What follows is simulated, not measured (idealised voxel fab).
The following is a process module called voxel self aligned contacts.
Pictured: cross-section cut, 240 nm wide, on a grid of 5 nm square cells.
Cross-sections here: square-cell grids, written as top-down lists of bands, a band being one or more rows of cells.
Quick guide to a band line: top height, bottom height (nm) up front; then every material left to right with its width in nm. Only one material and it's marked "throughout"? Then it fills the band edge to edge. And "blank" just means empty space.
Height 0 is the level under which the wafer as received is all one material. The lowest band goes on downwards, as in "0 and below".
A width such as "30 to 40" changes by the same amount from each row of cells to the next, from the band's top row to its bottom row.
"nothing different" means the step left every cell of the cross-section as it was.
What "Enclosed cavity list" gives you is every empty space of 8 cells or more that is cut off from the top. Each appears as width x height at distance, with the distance taken from the left edge and width, height and distance all in nm.
It should be noted that, on the line of a given step, the content following the step's settings is a remark produced by the simulator itself with respect to that step.
A step's line can hold "overlay nm"; with a mask on that step, the setting says how far right of the planned place the mask lay, while a negative setting says it lay to the left.
THE FOLLOWING LIST GIVES THE PLANNED PROCESS STEPS
| 1 | RECEIVE | material Si |
| 2 | OXIDIZE | depth nm 5 |
| 3 | DIRECTIONAL_DEP | material polySi | thk nm 20 |
| 4 | DIRECTIONAL_DEP | material SiN | thk nm 20 |
| 5 | DIRECTIONAL_DEP | material aC | thk nm 10 |
| 6 | PATTERN | tone cover | mask id GATE | material resist | width nm 35 | pitch nm 75 | thk nm 25 | overlay nm 0 |
| 7 | DIRECTIONAL_ETCH | etch materials aC | depth nm 10 |
| 8 | STRIP | etch materials resist |
| 9 | DIRECTIONAL_ETCH | etch materials SiN | depth nm 20 |
| 10 | DIRECTIONAL_ETCH | etch materials polySi | depth nm 20 |
| 11 | STRIP | etch materials aC |
| 12 | CONFORMAL_DEP | material SiN | thk nm 10 |
| 13 | DIRECTIONAL_ETCH | etch materials SiN | depth nm 10 |
| 14 | FILL_DEP | material SiO2 | thk nm 10 |
| 15 | CMP | height nm 45 |
| 16 | MASKED_ETCH | tone open | mask id CONTACT | width nm 60 | etch materials SiO2 | depth nm 50 | overlay nm 0 |
| 17 | CONFORMAL_DEP | material TiN | thk nm 5 |
| 18 | FILL_DEP | material Ru | thk nm 5 |
| 19 | CMP | height nm 45 |
| 20 | CONFORMAL_DEP | material SiCN | thk nm 5 |
CROSS-SECTION OF THE INCOMING WAFER, STATE AFTER STEP 1
  0 and below  Si throughout
  Enclosed cavity list: none
LOOKING AT THE FIRST OF TWO WAFERS IN CROSS-SECTION AT END OF MODULE - RAN TO PLAN
  50 down to 45  SiCN throughout
  45 down to 40  90 nm SiO2, 25 nm TiN, 10 nm Ru, 25 nm TiN, 90 nm SiO2
  40 down to 20  55 nm SiO2, 55 nm SiN, 5 nm TiN, 10 nm Ru, 5 nm TiN, 55 nm SiN, 55 nm SiO2
  20 down to 0  55 nm SiO2, 10 nm SiN, 35 nm polySi, 10 nm SiN, 5 nm TiN, 10 nm Ru, 5 nm TiN, 10 nm SiN, 35 nm polySi, 10 nm SiN, 55 nm SiO2
  0 down to -5  110 nm SiO2, 20 nm TiN, 110 nm SiO2
  -5 and below  Si throughout
  Enclosed cavity list: none
CROSS-SECTIONAL VIEW OF THE SECOND OF TWO WAFERS UPON COMPLETION OF THE MODULE. THIS WAFER SHARED ITS STARTING CONDITION AND PROCESS PLAN WITH THE FIRST; ONE ERROR WAS MADE DURING ITS EXECUTION
  50 down to 45  SiCN throughout
  45 down to 40  90 nm SiO2, 25 nm TiN, 10 nm Ru, 25 nm TiN, 90 nm SiO2
  40 down to 25  55 nm SiO2, 10 nm SiN, 35 nm polySi, 10 nm SiN, 5 nm TiN, 10 nm Ru, 5 nm TiN, 10 nm SiN, 35 nm polySi, 10 nm SiN, 55 nm SiO2
  25 down to 20  55 nm SiO2, 10 nm SiN, 35 nm polySi, 10 nm SiN, 20 nm TiN, 10 nm SiN, 35 nm polySi, 10 nm SiN, 55 nm SiO2
  20 down to 0  SiN throughout
  0 down to -5  SiO2 throughout
  -5 and below  Si throughout
  Enclosed cavity list: none
It is concluded that the wafer was processed incorrectly with respect to the plan, in that steps 3 and 4 run out of order (swapped)
The second wafer ends with more or fewer cells of some materials than the first, per final count: 10 fewer of Ru; 104 more of SiN; 84 fewer of SiO2; 10 fewer of TiN
